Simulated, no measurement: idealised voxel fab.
The process module that follows is named voxel fin reveal.
Each square cell in cross-section cut measures 5 nm, and the section as a whole is 245 nm wide.
A cross-section is a grid of square cells, given in bands from the top down. A band is one or more rows of cells. This entry defines a band. It first specifies the height of the band's top and the height of its bottom in nm, and then specifies the band's materials from left to right, stating each material with its width in nm. The word "throughout" identifies a single material that fills the band from edge to edge, while the word "empty" identifies empty space. We count height from 0. Below that, the starting wafer is all one material. The lowest band never ends at the bottom but goes on down; see "z 0 and below" for how that is written. The expression "30 to 40" gives the width at the extremes of the band, the first number at its top row of cells and the second at its bottom row, with the width changing by equal amounts from each row to the next in between. Step marked "nothing changed"? Then no cell in the cross-section changed in it. The entry "Enclosed voids" lists the empty spaces that cover at least 8 cells and have no open path to the top. Each is written as width x height at distance, where the distance is measured from the left edge and all three values are in nm. It should be noted that, on the line of a given step, the content following the step's settings is a remark produced by the simulator itself with respect to that step. overlay nm: where the mask lay relative to plan, measured to the right, on steps with a mask; negatives go left.

[These are the steps we planned for the process]
| 1 | RECEIVE with material Si |
| 2 | CONFORMAL_DEP with material SiN, thk nm 10 |
| 3 | PATTERN with tone cover, mask id FINS, material resist, width nm 15, pitch nm 45, thk nm 15, overlay nm 0 |
| 4 | DIRECTIONAL_ETCH with etch materials SiN, depth nm 10 |
| 5 | DIRECTIONAL_ETCH with etch materials Si, depth nm 35 |
| 6 | STRIP with etch materials resist |
| 7 | OXIDIZE with depth nm 5 |
| 8 | FILL_DEP with material SiO2, thk nm 5 |
| 9 | CMP with height nm 10 |
| 10 | SELECTIVE_ETCH with etch materials SiO2, depth nm 25 |
| 11 | STRIP with etch materials SiN |
| 12 | CONFORMAL_DEP with material SiO2, thk nm 5 |

[As-received wafer cross-section (after step 1)]
* z 0 and below  Si throughout
* Enclosed voids: none

[Module complete, cross-section. Starting point and plan per above. One mistake made in running the module]
* z 0 to -15  empty=50 / Si=5 / empty=40 / Si=5 / empty=40 / Si=5 / empty=40 / Si=5 / empty=55
* z -15 to -40  SiO2=50 / Si=5 / SiO2=40 / Si=5 / SiO2=40 / Si=5 / SiO2=40 / Si=5 / SiO2=55
* z -40 and below  Si throughout
* Enclosed voids: none
Deviation noted in wafer processing: step 12 of the plan was omitted and not executed
